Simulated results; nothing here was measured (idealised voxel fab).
Process module name: voxel spacer lines
It is cross-section cut that appears here, measuring 205 nm in width, its square cells being 5 nm in size.
Format of a cross-section: grid, square cells. Given as bands. Order: top down. Band: one or more rows of cells.
Top, bottom (nm), then materials left to right with widths (nm); lone material tagged "edge to edge" fills the whole band edge to edge; "empty" = empty space.
Heights from 0 (as-received wafer is one material below). Bottom band endless downward, as "0 and below".
A two-number width, for instance "30 to 40", indicates that the width is equal to the first number in the top row of the band and to the second number in the bottom row, and that it changes by a constant amount per row of cells.
Step marked "nothing got changed"? Then no cell in the cross-section changed in it.
In the "Enclosed void listing" entry, you get each enclosed empty space of 8 cells or more, one with no open way to the top, written width x height at distance, distance from the left edge, in nm.
Whatever follows a step's settings on its line is a remark the simulator itself makes about that step.
"overlay nm", when on a step's line for a step with a mask, measures how far to the right of its planned place the mask lay; a negative measure means to the left.

Steps in the process plan:
1. RECEIVE,material Si
2. CONFORMAL_DEP,material Al2O3,thk nm 10
3. DIRECTIONAL_DEP,material W,thk nm 15
4. DIRECTIONAL_DEP,material aC,thk nm 20
5. PATTERN,tone cover,mask id MANDREL,material resist,width nm 15,pitch nm 50,thk nm 25,overlay nm 0
6. DIRECTIONAL_ETCH,etch materials aC,depth nm 20
7. STRIP,etch materials resist
8. CONFORMAL_DEP,material SiO2,thk nm 10
9. DIRECTIONAL_ETCH,etch materials SiO2,depth nm 10
10. STRIP,etch materials aC
11. DIRECTIONAL_ETCH,etch materials W,depth nm 15
12. STRIP,etch materials SiO2
13. FILL_DEP,material SiO2,thk nm 10
14. CMP,height nm 25

Incoming wafer in cross-section (state: after step 1):
0 and below  Si edge to edge
Enclosed void listing: none

Module complete - cross-section of the first of two wafers, run according to plan:
25 down to 10  SiO2: 60 / W: 10 / SiO2: 15 / W: 10 / SiO2: 15 / W: 10 / SiO2: 15 / W: 10 / SiO2: 60
10 down to 0  Al2O3 edge to edge
0 and below  Si edge to edge
Enclosed void listing: none

Cross-section at end of module for the second wafer of two, which matched the first in starting point and plan and differed by one mistake in its processing:
25 down to 10  SiO2: 65 / W: 10 / SiO2: 15 / W: 10 / SiO2: 15 / W: 10 / SiO2: 15 / W: 10 / SiO2: 55
10 down to 0  Al2O3 edge to edge
0 and below  Si edge to edge
Enclosed void listing: none
It is concluded that the wafer was processed incorrectly with respect to the plan, in that step 5 did not use the planned setting and instead ran as PATTERN,tone cover,mask id MANDREL,material resist,width nm 15,pitch nm 50,thk nm 25,overlay nm 5
Heads up: at the end the two wafers have identical cell counts per material, they're just laid out differently.
